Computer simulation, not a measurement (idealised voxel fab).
Documented hereafter: the process module known as voxel air gaps.
Displayed cross-section: cut, width of 245 nm, square cells sized 5 nm.
Throughout this document, each cross-section is represented as a grid of square cells and is presented as a sequence of bands enumerated from the top downward, where a band comprises one or more rows of cells. Heads up on the band format: heights come first, top then bottom, in nm. After that it's the materials left to right, each with its width in nm. A single material flagged "throughout" fills the whole band edge to edge, and "empty" means there's empty space there. Heads up on the height convention: 0 is the point under which the incoming wafer is all one material, and the lowest band has no bottom, it just keeps going down, like "0 nm and below". The notation "30 to 40" denotes a width that varies across the rows of cells in the band, beginning at the first number in the top row, finishing at the second number in the bottom row, and changing by an identical amount from each row to the next. Reading "remained unchanged" for a step: not a cell of the cross-section changed in it. Listed in "Trapped cavities": every empty space of 8 or more cells without an open way to the top. Form: width x height at distance, the distance being from the left edge, all in nm. It should be noted that, on the line of a given step, the content following the step's settings is a remark produced by the simulator itself with respect to that step. overlay nm: mask offset rightward from planned place, masked step; negative means leftward offset.

## The steps planned for the process are as follows
- 1: RECEIVE with material Si
- 2: CONFORMAL_DEP with material SiO2, thk nm 10
- 3: CONFORMAL_DEP with material SiN, thk nm 5
- 4: DIRECTIONAL_DEP with material lowk, thk nm 40
- 5: DIRECTIONAL_DEP with material aC, thk nm 10
- 6: PATTERN with tone open, mask id LINES, material resist, width nm 25, pitch nm 50, thk nm 30, overlay nm 0
- 7: DIRECTIONAL_ETCH with etch materials aC, depth nm 10
- 8: STRIP with etch materials resist
- 9: DIRECTIONAL_ETCH with etch materials lowk, depth nm 40
- 10: STRIP with etch materials aC
- 11: CONFORMAL_DEP with material TiN, thk nm 5
- 12: FILL_DEP with material Ru, thk nm 5
- 13: CMP with height nm 55
- 14: EPI with material Ru, thk nm 10
- 15: SELECTIVE_ETCH with etch materials lowk, depth nm 50
- 16: CONFORMAL_DEP with material SiN, thk nm 5

## Cross-section of the incoming wafer, state after step 1
- 0 nm and below: Si throughout
- Trapped cavities: none

## Here's the wafer cut in cross-section after the module, started and planned just like above, except one thing was done wrong in the run
- 65 nm to 55 nm: 50 empty  45 Ru  5 empty  45 Ru  5 empty  45 Ru  50 empty
- 55 nm to 20 nm: 60 empty  5 TiN  15 Ru  5 TiN  25 empty  5 TiN  15 Ru  5 TiN  25 empty  5 TiN  15 Ru  5 TiN  60 empty
- 20 nm to 15 nm: 60 empty  25 TiN  25 empty  25 TiN  25 empty  25 TiN  60 empty
- 15 nm to 10 nm: SiN throughout
- 10 nm to 0 nm: SiO2 throughout
- 0 nm and below: Si throughout
- Trapped cavities: none
Diagnosis: step 16 from the plan never happened, it was just skipped
